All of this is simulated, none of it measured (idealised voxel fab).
The following process module bears the name voxel transistor to metal.
Xsec cut, 270 nm wide, square cell size 5 nm.
For the purposes of this document, a cross-section shall be understood as a grid of square cells, specified as bands listed in top-to-bottom order, each band consisting of one or more rows of cells. This entry defines a band. It first specifies the height of the band's top and the height of its bottom in nm, and then specifies the band's materials from left to right, stating each material with its width in nm. The word "throughout" identifies a single material that fills the band from edge to edge, while the word "empty" identifies empty space. Height reference: 0 = level under which incoming wafer is all one material. Lowest band: no bottom, runs on downward, e.g. "z 0 and below". Width "30..40": first value at the band's top row of cells, second value at its bottom row, equal change from row to row. "remained unchanged" means the step left every cell of the cross-section as it was. In "Voids lacking openings" the enclosed voids are listed, meaning empty spaces of 8 cells or larger without any opening to the top. The form is width x height at distance, distance from the left edge, units nm. Where a step's line continues beyond its settings, the continuation is a remark by the simulator itself on that step. You can add "overlay nm" to a step's line. For a step with a mask, it describes how far the mask lay to the right of its planned position, and a negative number describes a lay to the left.

# Process steps - plan
1,RECEIVE [material Si]
2,CONFORMAL_DEP [material SiO2] [thk nm 5]
3,CONFORMAL_DEP [material SiN] [thk nm 15]
4,DIRECTIONAL_DEP [material aC] [thk nm 10]
5,PATTERN [tone cover] [mask id ACTIVE] [material resist] [width nm 105] [pitch nm 135] [thk nm 25] [overlay nm 0]
6,DIRECTIONAL_ETCH [etch materials aC] [depth nm 10]
7,STRIP [etch materials resist]
8,DIRECTIONAL_ETCH [etch materials SiN] [depth nm 15]
9,DIRECTIONAL_ETCH [etch materials SiO2] [depth nm 5]
10,DIRECTIONAL_ETCH [etch materials Si] [depth nm 20]
11,STRIP [etch materials aC]
12,FILL_DEP [material SiO2] [thk nm 5]
13,CMP [height nm 20]
14,SELECTIVE_ETCH [etch materials SiO2] [depth nm 10]
15,STRIP [etch materials SiN]
16,SELECTIVE_ETCH [etch materials SiO2] [depth nm 5]
17,OXIDIZE [depth nm 5]
18,DIRECTIONAL_DEP [material polySi] [thk nm 30]
19,DIRECTIONAL_DEP [material SiCN] [thk nm 10]
20,MASKED_ETCH [tone cover] [mask id GATE] [width nm 15] [pitch nm 135] [etch materials SiCN] [depth nm 20] [overlay nm 0]
21,MASKED_ETCH [tone cover] [mask id GATE] [width nm 15] [pitch nm 135] [etch materials polySi] [depth nm 40] [overlay nm 0]
22,CONFORMAL_DEP [material SiN] [thk nm 10]
23,DIRECTIONAL_ETCH [etch materials SiN] [depth nm 10]
24,DIRECTIONAL_ETCH [etch materials SiO2] [depth nm 5]
25,DIRECTIONAL_ETCH [etch materials Si] [depth nm 10]
26,EPI [material nSi] [thk nm 10]
27,FILL_DEP [material SiO2] [thk nm 10]
28,CMP [height nm 40]
29,DIRECTIONAL_DEP [material SiO2] [thk nm 10]
30,PATTERN [tone open] [mask id CONTACT] [material resist] [width nm 30] [thk nm 15] [overlay nm 0]
31,DIRECTIONAL_ETCH [etch materials SiO2] [depth nm 55]
32,STRIP [etch materials resist]
33,CONFORMAL_DEP [material TiN] [thk nm 5]
34,FILL_DEP [material W] [thk nm 5]
35,CMP [height nm 50]
36,CONFORMAL_DEP [material SiCN] [thk nm 5]
37,DIRECTIONAL_DEP [material lowk] [thk nm 20]
38,PATTERN [tone open] [mask id METAL_1] [material resist] [width nm 15] [thk nm 20] [overlay nm 0]
39,DIRECTIONAL_ETCH [etch materials lowk] [depth nm 20]
40,DIRECTIONAL_ETCH [etch materials SiCN] [depth nm 5]
41,STRIP [etch materials resist]
42,CONFORMAL_DEP [material TiN] [thk nm 5]
43,FILL_DEP [material Cu] [thk nm 5]
44,CMP [height nm 75]
45,EPI [material Ru] [thk nm 5]
46,FILL_DEP [material SiCN] [thk nm 5]

# Delivered wafer in cross-section: state after step 1
- z 0 and below = Si throughout
- Voids lacking openings: none

# Look at the cross-section after the module: the wafer started out the way shown above and the plan was the one shown above, yet one mistake was made along the way
- z 85 to 80 = SiCN throughout
- z 80 to 75 = SiCN 20 nm / Ru 25 nm / SiCN 45 nm / Ru 25 nm / SiCN 40 nm / Ru 25 nm / SiCN 45 nm / Ru 25 nm / SiCN 20 nm
- z 75 to 55 = lowk 25 nm / TiN 5 nm / Cu 5 nm / TiN 5 nm / lowk 55 nm / TiN 5 nm / Cu 5 nm / TiN 5 nm / lowk 50 nm / TiN 5 nm / Cu 5 nm / TiN 5 nm / lowk 55 nm / TiN 5 nm / Cu 5 nm / TiN 5 nm / lowk 25 nm
- z 55 to 50 = SiCN 25 nm / TiN 15 nm / SiCN 55 nm / TiN 15 nm / SiCN 50 nm / TiN 15 nm / SiCN 55 nm / TiN 15 nm / SiCN 25 nm
- z 50 to 40 = SiO2 25 nm / TiN 5 nm / W 20..15 nm / TiN 5..10 nm / SiO2 25 nm / TiN 5..10 nm / W 20..15 nm / TiN 5 nm / SiO2 50 nm / TiN 5 nm / W 20..15 nm / TiN 5..10 nm / SiO2 25 nm / TiN 5..10 nm / W 20..15 nm / TiN 5 nm / SiO2 25 nm
- z 40 to 30 = SiO2 25 nm / TiN 5 nm / W 15 nm / TiN 5 nm / SiN 10 nm / SiCN 15 nm / SiN 10 nm / TiN 5 nm / W 15 nm / TiN 5 nm / SiO2 50 nm / TiN 5 nm / W 15 nm / TiN 5 nm / SiN 10 nm / SiCN 15 nm / SiN 10 nm / TiN 5 nm / W 15 nm / TiN 5 nm / SiO2 25 nm
- z 30 to 10 = SiO2 25 nm / TiN 5 nm / W 15 nm / TiN 5 nm / SiN 10 nm / polySi 15 nm / SiN 10 nm / TiN 5 nm / W 15 nm / TiN 5 nm / SiO2 50 nm / TiN 5 nm / W 15 nm / TiN 5 nm / SiN 10 nm / polySi 15 nm / SiN 10 nm / TiN 5 nm / W 15 nm / TiN 5 nm / SiO2 25 nm
- z 10 to 5 = SiO2 25 nm / TiN 25 nm / SiN 10 nm / polySi 15 nm / SiN 10 nm / TiN 25 nm / SiO2 50 nm / TiN 25 nm / SiN 10 nm / polySi 15 nm / SiN 10 nm / TiN 25 nm / SiO2 25 nm
- z 5 to 0 = SiO2 15 nm / SiN 10 nm / nSi 10 nm / TiN 5 nm / nSi 10 nm / SiN 10 nm / polySi 15 nm / SiN 10 nm / nSi 10 nm / TiN 5 nm / nSi 10 nm / SiN 10 nm / SiO2 30 nm / SiN 10 nm / nSi 10 nm / TiN 5 nm / nSi 10 nm / SiN 10 nm / polySi 15 nm / SiN 10 nm / nSi 10 nm / TiN 5 nm / nSi 10 nm / SiN 10 nm / SiO2 15 nm
- z 0 to -5 = SiO2 25 nm / nSi 10 nm / TiN 5 nm / nSi 10 nm / SiO2 35 nm / nSi 10 nm / TiN 5 nm / nSi 10 nm / SiO2 50 nm / nSi 10 nm / TiN 5 nm / nSi 10 nm / SiO2 35 nm / nSi 10 nm / TiN 5 nm / nSi 10 nm / SiO2 25 nm
- z -5 to -15 = SiO2 20 nm / Si 5 nm / nSi 25 nm / Si 35 nm / nSi 25 nm / Si 5 nm / SiO2 40 nm / Si 5 nm / nSi 25 nm / Si 35 nm / nSi 25 nm / Si 5 nm / SiO2 20 nm
- z -15 to -20 = SiO2 20 nm / Si 95 nm / SiO2 40 nm / Si 95 nm / SiO2 20 nm
- z -20 and below = Si throughout
- Voids lacking openings: none
Which mistake was made when the wafer was run? step 5 was run on a setting that differed from the plan, and what really ran there is PATTERN [tone cover] [mask id ACTIVE] [material resist] [width nm 95] [pitch nm 135] [thk nm 25] [overlay nm 0]
